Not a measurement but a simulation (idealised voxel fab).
process module | voxel spacer lines
cross-section cut | 285 nm wide | cells 5 nm
A cross-section is a grid of square cells, given in bands from the top down. A band is one or more rows of cells.
Each band's line starts with the height of the band's top and of its bottom, in nm. Then come its materials from left to right, each with its width in nm. One material with "throughout" fills the band from edge to edge. "air" is empty space.
Height 0 is the level under which the wafer as received is all one material. The lowest band goes on downwards, as in "0 down".
A width such as "30 to 40" changes by the same amount from each row of cells to the next, from the band's top row to its bottom row.
"no change" after a step means that no cell of the cross-section changed.
closed voids: empty space of 8 cells or more with no open way to the top, each as width x height at its distance from the left edge, in nm
after a step's settings: what the simulator itself notes on the step
overlay nm, on a step with a mask: how far to the right of its planned place the mask lay; to the left if negative
plan
1 op RECEIVE | material Si
2 op CONFORMAL_DEP | material Al2O3 | thk nm 10
3 op DIRECTIONAL_DEP | material W | thk nm 10
4 op DIRECTIONAL_DEP | material aC | thk nm 30
5 op PATTERN | tone cover | mask id MANDREL | material resist | width nm 15 | pitch nm 80 | thk nm 35 | overlay nm 0
6 op DIRECTIONAL_ETCH | etch materials aC | depth nm 30
7 op STRIP | etch materials resist
8 op CONFORMAL_DEP | material SiO2 | thk nm 15
9 op DIRECTIONAL_ETCH | etch materials SiO2 | depth nm 15
10 op STRIP | etch materials aC
11 op DIRECTIONAL_ETCH | etch materials W | depth nm 10
12 op STRIP | etch materials SiO2
varied across the wafers: width nm of step 5. The plan shows the first wafer's value. All wafers start alike
first wafer as received, after step 1
  0 down: Si throughout
  closed voids: none
first wafer at the end, after step 12
  20 to 10: air 80 | W 15 | air 15 | W 15 | air 35 | W 15 | air 15 | W 15 | air 80
  10 to 0: Al2O3 throughout
  0 down: Si throughout
  closed voids: none
last wafer at the end
  20 to 10: air 70 | W 15 | air 40 | W 15 | air 10 | W 15 | air 40 | W 15 | air 65
  10 to 0: Al2O3 throughout
  0 down: Si throughout
  closed voids: none
each wafer at the end: cells of each material gained (+) or lost (-) since it was received, then its closed voids
width nm 15 | +114 Al2O3 | +24 W | closed voids: none
width nm 20 | +114 Al2O3 | +24 W | closed voids: none
width nm 25 | +114 Al2O3 | +24 W | closed voids: none
width nm 30 | +114 Al2O3 | +24 W | closed voids: none
width nm 35 | +114 Al2O3 | +24 W | closed voids: none
width nm 40 | +114 Al2O3 | +24 W | closed voids: none
